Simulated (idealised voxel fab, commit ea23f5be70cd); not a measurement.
This is a process module. Its name is voxel wiring stack.
FYI the section here is cut, 180 nm wide, cells are 5 nm squares.
Square cells in a grid make up a cross-section in this document, and the grid is given as bands, listed from the top down, each one or more rows of cells. Quick guide to a band line: top height, bottom height (nm) up front; then every material left to right with its width in nm. Only one material and it's marked "all across"? Then it fills the band edge to edge. And "empty" just means empty space. Heads up on the height convention: 0 is the point under which the incoming wafer is all one material, and the lowest band has no bottom, it just keeps going down, like "0 nm and below". Graded width ("30->40"): value in top row of band = first number; value in bottom row = second number; row-to-row change constant. Where the words "no change occurred" appear for a step, the cross-section shows no cell changed by that step; every cell remained as before. For the entry "Closed void register", the listed items are empty spaces with no open way to the top whose size is 8 cells or more; each item follows the pattern width x height at distance, where distance is from the left edge and all three are in nm. On a step's line, text after the settings is the simulator commenting on that step. overlay nm: how far to the right of its planned place the mask lay on this masked step (negative: to the left). Pairs from here to the end. Each: cross-section before one process step, cross-section after it, the latter only as far down as the lowest band that changed. Under each: the step between, and its settings. Mind that the pairs may be taken from different runs of this module on the same starting wafer; whether a pair continues from the pair above depends on its entry headed "Pre-step", and it does only where that entry says so.

Pre-step
> 135 nm to 100 nm | lowk all across
> 100 nm to 95 nm | SiCN all across
> 95 nm to 85 nm | 50 of SiO2 | 5 of TiN | 20 of Ru | 5 of TiN | 20 of SiO2 | 5 of TiN | 20 of Ru | 5 of TiN | 50 of SiO2
> 85 nm to 80 nm | 50 of SiO2 | 5 of TiN | 5 of Ru | 20 of TiN | 20 of SiO2 | 30 of TiN | 50 of SiO2
> 80 nm to 70 nm | 50 of SiO2 | 5 of TiN | 5 of Ru | 5 of TiN | 115 of SiO2
> 70 nm to 65 nm | 50 of SiCN | 15 of TiN | 115 of SiCN
> 65 nm to 50 nm | 50 of SiO2 | 5 of TiN | 20 of Ru | 5 of TiN | 20 of SiO2 | 5 of TiN | 20 of Ru | 5 of TiN | 50 of SiO2
> 50 nm to 45 nm | 50 of SiO2 | 5 of TiN | 5 of Ru | 20 of TiN | 20 of SiO2 | 5 of TiN | 5 of Ru | 20 of TiN | 50 of SiO2
> 45 nm to 35 nm | 50 of SiO2 | 5 of TiN | 5 of Ru | 5 of TiN | 35 of SiO2 | 5 of TiN | 5 of Ru | 5 of TiN | 65 of SiO2
> 35 nm to 30 nm | 50 of SiCN | 15 of TiN | 35 of SiCN | 15 of TiN | 65 of SiCN
> 30 nm to 20 nm | 50 of Ru | 5 of SiCN | 20 of SiO2 | 5 of SiCN | 20 of Ru | 5 of SiCN | 20 of SiO2 | 5 of SiCN | 50 of Ru
> 20 nm to 15 nm | 50 of Ru | 30 of SiCN | 20 of Ru | 30 of SiCN | 50 of Ru
> 15 nm to 10 nm | TiN all across
> 10 nm to 0 nm | SiO2 all across
> 0 nm and below | Si all across
> Closed void register: none

Section, Post-Step
> 135 nm to 115 nm | 50 of lowk | 30 of empty | 20 of lowk | 30 of empty | 50 of lowk
> For the remainder of the cross-section, below 115, there is no change.
> Closed void register: none
The two cross-sections above are separated by a single process step, namely MASKED_ETCH (tone open; mask id METAL_4; width nm 30; pitch nm 50; etch materials lowk; depth nm 20; overlay nm 0)

Pre-step: The structure entering this step is exactly what the pair just above shows after its step.

Section, Post-Step
> 135 nm to 115 nm | 50 of lowk | 30 of empty | 20 of lowk | 30 of empty | 50 of lowk
> 115 nm to 100 nm | 50 of lowk | 15 of empty | 35 of lowk | 15 of empty | 65 of lowk
> For the remainder of the cross-section, below 100, there is no change.
> Closed void register: none
The two cross-sections above are separated by a single process step, namely MASKED_ETCH (tone open; mask id METAL_4_HOLES; width nm 15; pitch nm 50; etch materials lowk; depth nm 15; overlay nm 0)

Pre-step: The structure entering this step is exactly what the pair just above shows after its step.

Section, Post-Step
> 135 nm to 115 nm | 50 of lowk | 30 of empty | 20 of lowk | 30 of empty | 50 of lowk
> 115 nm to 100 nm | 50 of lowk | 15 of empty | 35 of lowk | 15 of empty | 65 of lowk
> 100 nm to 95 nm | 50 of SiCN | 15 of empty | 35 of SiCN | 15 of empty | 65 of SiCN
> For the remainder of the cross-section, below 95, there is no change.
> Closed void register: none
The two cross-sections above are separated by a single process step, namely MASKED_ETCH (tone open; mask id METAL_4_HOLES; width nm 15; pitch nm 50; etch materials SiCN; depth nm 5; overlay nm 0)

Pre-step: The structure entering this step is exactly what the pair just above shows after its step.

Section, Post-Step
> 140 nm to 135 nm | 55 of TiN | 20 of empty | 30 of TiN | 20 of empty | 55 of TiN
> 135 nm to 120 nm | 50 of lowk | 5 of TiN | 20 of empty | 5 of TiN | 20 of lowk | 5 of TiN | 20 of empty | 5 of TiN | 50 of lowk
> 120 nm to 115 nm | 50 of lowk | 5 of TiN | 5 of empty | 20 of TiN | 20 of lowk | 5 of TiN | 5 of empty | 20 of TiN | 50 of lowk
> 115 nm to 100 nm | 50 of lowk | 5 of TiN | 5 of empty | 5 of TiN | 35 of lowk | 5 of TiN | 5 of empty | 5 of TiN | 65 of lowk
> 100 nm to 95 nm | 50 of SiCN | 15 of TiN | 35 of SiCN | 15 of TiN | 65 of SiCN
> For the remainder of the cross-section, below 95, there is no change.
> Closed void register: none
The two cross-sections above are separated by a single process step, namely CONFORMAL_DEP (material TiN; thk nm 5)

Pre-step: The structure entering this step is exactly what the pair just above shows after its step.

Section, Post-Step
> 145 nm to 140 nm | Ru all across
> 140 nm to 135 nm | 55 of TiN | 20 of Ru | 30 of TiN | 20 of Ru | 55 of TiN
> 135 nm to 120 nm | 50 of lowk | 5 of TiN | 20 of Ru | 5 of TiN | 20 of lowk | 5 of TiN | 20 of Ru | 5 of TiN | 50 of lowk
> 120 nm to 115 nm | 50 of lowk | 5 of TiN | 5 of Ru | 20 of TiN | 20 of lowk | 5 of TiN | 5 of Ru | 20 of TiN | 50 of lowk
> 115 nm to 100 nm | 50 of lowk | 5 of TiN | 5 of Ru | 5 of TiN | 35 of lowk | 5 of TiN | 5 of Ru | 5 of TiN | 65 of lowk
> For the remainder of the cross-section, below 100, there is no change.
> Closed void register: none
The two cross-sections above are separated by a single process step, namely FILL_DEP (material Ru; thk nm 5)

Pre-step: The structure entering this step is exactly what the pair just above shows after its step.

Section, Post-Step
> 135 nm to 120 nm | 50 of lowk | 5 of TiN | 20 of Ru | 5 of TiN | 20 of lowk | 5 of TiN | 20 of Ru | 5 of TiN | 50 of lowk
> For the remainder of the cross-section, below 120, there is no change.
> Closed void register: none
The two cross-sections above are separated by a single process step, namely CMP (height nm 135)

Pre-step: The structure entering this step is exactly what the pair just above shows after its step.

Section, Post-Step
> 140 nm to 135 nm | SiCN all across
> For the remainder of the cross-section, below 135, there is no change.
> Closed void register: none
The two cross-sections above are separated by a single process step, namely CONFORMAL_DEP (material SiCN; thk nm 5)
